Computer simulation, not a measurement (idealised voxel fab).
This is a process module. Its name is voxel self aligned contacts.
FYI the section here is cut, 255 nm wide, cells are 5 nm squares.
Format of a cross-section: grid, square cells. Given as bands. Order: top down. Band: one or more rows of cells. This entry defines a band. It first specifies the height of the band's top and the height of its bottom in nm, and then specifies the band's materials from left to right, stating each material with its width in nm. The word "throughout" identifies a single material that fills the band from edge to edge, while the word "empty" identifies empty space. Measure heights from 0. That's the level where, below it, the as-received wafer is all one material. The lowest band is bottomless and extends downward; write it as in "0 and below". You'd read "30->40" like this: the band's top row of cells is as wide as the first number, its bottom row is as wide as the second, and going down, every row changes width by the same amount as the row before did. "nothing altered", as given for a step, is the statement that not any cell of the cross-section underwent a change during that step. Entry "Encapsulated voids". Content: empty spaces with no open connection to the top, size 8 cells or greater. Each: width x height at distance. Distance: from left edge. Unit: nm. Whatever follows a step's settings on its line is a remark the simulator itself makes about that step. overlay nm: right-of-plan distance of the mask on a masked step; negative values mean left-of-plan.
# Process steps - plan
1. RECEIVE,material Si
2. CONFORMAL_DEP,material SiO2,thk nm 5
3. DIRECTIONAL_DEP,material polySi,thk nm 25
4. DIRECTIONAL_DEP,material SiN,thk nm 25
5. PATTERN,tone cover,mask id GATE,material resist,width nm 25,pitch nm 60,thk nm 15,overlay nm 0
6. DIRECTIONAL_ETCH,etch materials SiN,depth nm 25
7. DIRECTIONAL_ETCH,etch materials polySi,depth nm 25
8. STRIP,etch materials resist
9. CONFORMAL_DEP,material SiN,thk nm 10
10. DIRECTIONAL_ETCH,etch materials SiN,depth nm 10
11. FILL_DEP,material SiO2,thk nm 15
12. CMP,height nm 60
13. PATTERN,tone open,mask id CONTACT,material resist,width nm 45,thk nm 15,overlay nm 0
14. DIRECTIONAL_ETCH,etch materials SiO2,depth nm 60
15. STRIP,etch materials resist
16. CONFORMAL_DEP,material TiN,thk nm 5
17. FILL_DEP,material Ru,thk nm 5
18. CMP,height nm 60
19. CONFORMAL_DEP,material SiCN,thk nm 5
# As received (post step 1): cross-section
* 0 and below | Si throughout
* Encapsulated voids: none
# Figure: cross-sectional view of the wafer upon completion of the module, processed from the initial state and according to the plan depicted above, with one error introduced during execution
* 65 down to 60 | SiCN throughout
* 60 down to 55 | 105 of SiO2; 30 of TiN; 5 of Ru; 10 of TiN; 105 of SiO2
* 55 down to 30 | 85 of SiO2; 45 of SiN; 5 of TiN; 5 of Ru; 5 of TiN; 45 of SiN; 65 of SiO2
* 30 down to 5 | 85 of SiO2; 10 of SiN; 25 of polySi; 10 of SiN; 5 of TiN; 5 of Ru; 5 of TiN; 10 of SiN; 25 of polySi; 10 of SiN; 65 of SiO2
* 5 down to 0 | 130 of SiO2; 15 of TiN; 110 of SiO2
* 0 and below | Si throughout
* Encapsulated voids: none
Nonconformance to the process plan: step 5 ran with different settings than intended, the actual operation and settings being PATTERN,tone cover,mask id GATE,material resist,width nm 25,pitch nm 60,thk nm 15,overlay nm 10
